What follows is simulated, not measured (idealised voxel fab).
Module name: voxel transistor to metal (process module)
This is section cut - it's 215 nm across, gridded in 5 nm square cells.
This document writes a cross-section as a grid whose cells are square, and gives it as bands, listed from the top down; one or more rows of cells form a band. Band: top and bottom heights (nm) first, top before bottom; then materials from left to right, widths in nm. "all across" marks a sole material filling the band edge to edge. "empty" denotes empty space. A quick word on heights: they are counted from 0, and under that level the wafer as it came to us is one material throughout. The lowest band is different from the rest in having no bottom; it simply continues downward, written as in "from 0 down". The two numbers in a width such as "30->40" mark its ends across the band: the first belongs to the top row of cells, the second to the bottom row, and from each row to the next the width moves by the same amount. Basically "remains unaltered" means that step didn't change any cell in the cross-section. Entry "Sealed void inventory" = empty spaces >= 8 cells with no open way to the top; each as width x height at distance, distance from left edge, all nm. That trailing text on a step's line, after the settings, is the simulator's own remark on the step. overlay nm: on a step with a mask, how far right of its planned place the mask lay; negative means left.

### These are the steps we planned for the process
1) RECEIVE | material Si
2) OXIDIZE | depth nm 5
3) CONFORMAL_DEP | material SiN | thk nm 10
4) MASKED_ETCH | tone cover | mask id ACTIVE | width nm 125 | etch materials SiN | depth nm 10 | overlay nm 0
5) MASKED_ETCH | tone cover | mask id ACTIVE | width nm 125 | etch materials SiO2 | depth nm 5 | overlay nm 0
6) MASKED_ETCH | tone cover | mask id ACTIVE | width nm 125 | etch materials Si | depth nm 20 | overlay nm 0
7) FILL_DEP | material SiO2 | thk nm 5
8) CMP | height nm 10
9) SELECTIVE_ETCH | etch materials SiO2 | depth nm 10
10) STRIP | etch materials SiN
11) SELECTIVE_ETCH | etch materials SiO2 | depth nm 5
12) OXIDIZE | depth nm 5
13) DIRECTIONAL_DEP | material polySi | thk nm 20
14) DIRECTIONAL_DEP | material SiCN | thk nm 15
15) DIRECTIONAL_DEP | material aC | thk nm 15
16) PATTERN | tone cover | mask id GATE | material resist | width nm 35 | thk nm 35 | overlay nm 0
17) DIRECTIONAL_ETCH | etch materials aC | depth nm 15
18) STRIP | etch materials resist
19) DIRECTIONAL_ETCH | etch materials SiCN | depth nm 25
20) DIRECTIONAL_ETCH | etch materials polySi | depth nm 30
21) STRIP | etch materials aC
22) CONFORMAL_DEP | material SiO2 | thk nm 5
23) DIRECTIONAL_ETCH | etch materials SiO2 | depth nm 5
24) CONFORMAL_DEP | material SiN | thk nm 10
25) DIRECTIONAL_ETCH | etch materials SiN | depth nm 10
26) DIRECTIONAL_ETCH | etch materials SiO2 | depth nm 5
27) DIRECTIONAL_ETCH | etch materials Si | depth nm 5
28) EPI | material pSi | thk nm 5
29) FILL_DEP | material SiO2 | thk nm 10
30) CMP | height nm 15
31) STRIP | etch materials polySi
32) SELECTIVE_ETCH | etch materials SiO2 | depth nm 5
33) CONFORMAL_DEP | material HfO2 | thk nm 5
34) CONFORMAL_DEP | material TiN | thk nm 5
35) FILL_DEP | material W | thk nm 10
36) CMP | height nm 10
37) DIRECTIONAL_DEP | material SiO2 | thk nm 10
38) PATTERN | tone open | mask id CONTACT | material resist | width nm 20 | pitch nm 85 | thk nm 15 | overlay nm 0
39) DIRECTIONAL_ETCH | etch materials SiO2 | depth nm 30
40) STRIP | etch materials resist
41) CONFORMAL_DEP | material TiN | thk nm 5
42) FILL_DEP | material Ru | thk nm 5
43) CMP | height nm 20
44) DIRECTIONAL_DEP | material TiN | thk nm 5
45) DIRECTIONAL_DEP | material W | thk nm 15
46) DIRECTIONAL_DEP | material aC | thk nm 15
47) PATTERN | tone cover | mask id METAL_1 | material resist | width nm 20 | pitch nm 85 | thk nm 35 | overlay nm 0
48) DIRECTIONAL_ETCH | etch materials aC | depth nm 15
49) STRIP | etch materials resist
50) DIRECTIONAL_ETCH | etch materials W | depth nm 15
51) DIRECTIONAL_ETCH | etch materials TiN | depth nm 5
52) STRIP | etch materials aC
53) FILL_DEP | material lowk | thk nm 10
54) CMP | height nm 40
55) CONFORMAL_DEP | material SiCN | thk nm 5

### So this is the incoming wafer in cross-section - it's already been through step 1
- from 0 down | Si all across
- Sealed void inventory: none

### Cross-sectional image of the first of two wafers at the end of the module, the run having proceeded as planned
- from 45 to 40 | SiCN all across
- from 40 to 25 | 55 lowk  20 W  65 lowk  20 W  55 lowk
- from 25 to 20 | 55 lowk  20 TiN  65 lowk  20 TiN  55 lowk
- from 20 to 10 | 55 SiO2  5 TiN  10 Ru  5 TiN  65 SiO2  5 TiN  10 Ru  5 TiN  55 SiO2
- from 10 to 0 | 55 SiO2  5 TiN  10 Ru  5 TiN  10 SiN  5 HfO2  5 TiN  25 W  5 TiN  5 HfO2  10 SiN  5 TiN  10 Ru  5 TiN  55 SiO2
- from 0 to -5 | 55 SiO2  5 TiN  5 Ru  10 TiN  10 SiN  5 HfO2  35 TiN  5 HfO2  10 SiN  10 TiN  5 Ru  5 TiN  55 SiO2
- from -5 to -10 | 55 SiO2  15 TiN  5 pSi  10 SiO2  45 HfO2  10 SiO2  5 pSi  15 TiN  55 SiO2
- from -10 to -15 | 45 SiO2  30 pSi  65 Si  30 pSi  45 SiO2
- from -15 to -25 | 45 SiO2  125 Si  45 SiO2
- from -25 down | Si all across
- Sealed void inventory: none

### Second of two wafers, module complete, sectioned: it shares the first wafer's start and plan but was run with one mistake
- from 45 to 40 | SiCN all across
- from 40 to 25 | 55 lowk  20 W  65 lowk  20 W  55 lowk
- from 25 to 20 | 55 lowk  20 TiN  65 lowk  20 TiN  55 lowk
- from 20 to 10 | 55 SiO2  5 TiN  10 Ru  5 TiN  65 SiO2  5 TiN  10 Ru  5 TiN  55 SiO2
- from 10 to 0 | 55 SiO2  5 TiN  10 Ru  5 TiN  10 SiN  5 TiN  35 W  5 TiN  10 SiN  5 TiN  10 Ru  5 TiN  55 SiO2
- from 0 to -5 | 55 SiO2  5 TiN  5 Ru  10 TiN  10 SiN  5 TiN  35 W  5 TiN  10 SiN  10 TiN  5 Ru  5 TiN  55 SiO2
- from -5 to -10 | 55 SiO2  15 TiN  5 pSi  10 SiO2  45 TiN  10 SiO2  5 pSi  15 TiN  55 SiO2
- from -10 to -15 | 45 SiO2  30 pSi  65 Si  30 pSi  45 SiO2
- from -15 to -25 | 45 SiO2  125 Si  45 SiO2
- from -25 down | Si all across
- Sealed void inventory: none
Deviation from plan: skipped: plan step 33 (never run)
The final cell counts differ between the wafers, with the second having more or fewer of some materials than the first: HfO2: 15 fewer; TiN: 4 more; W: 11 more
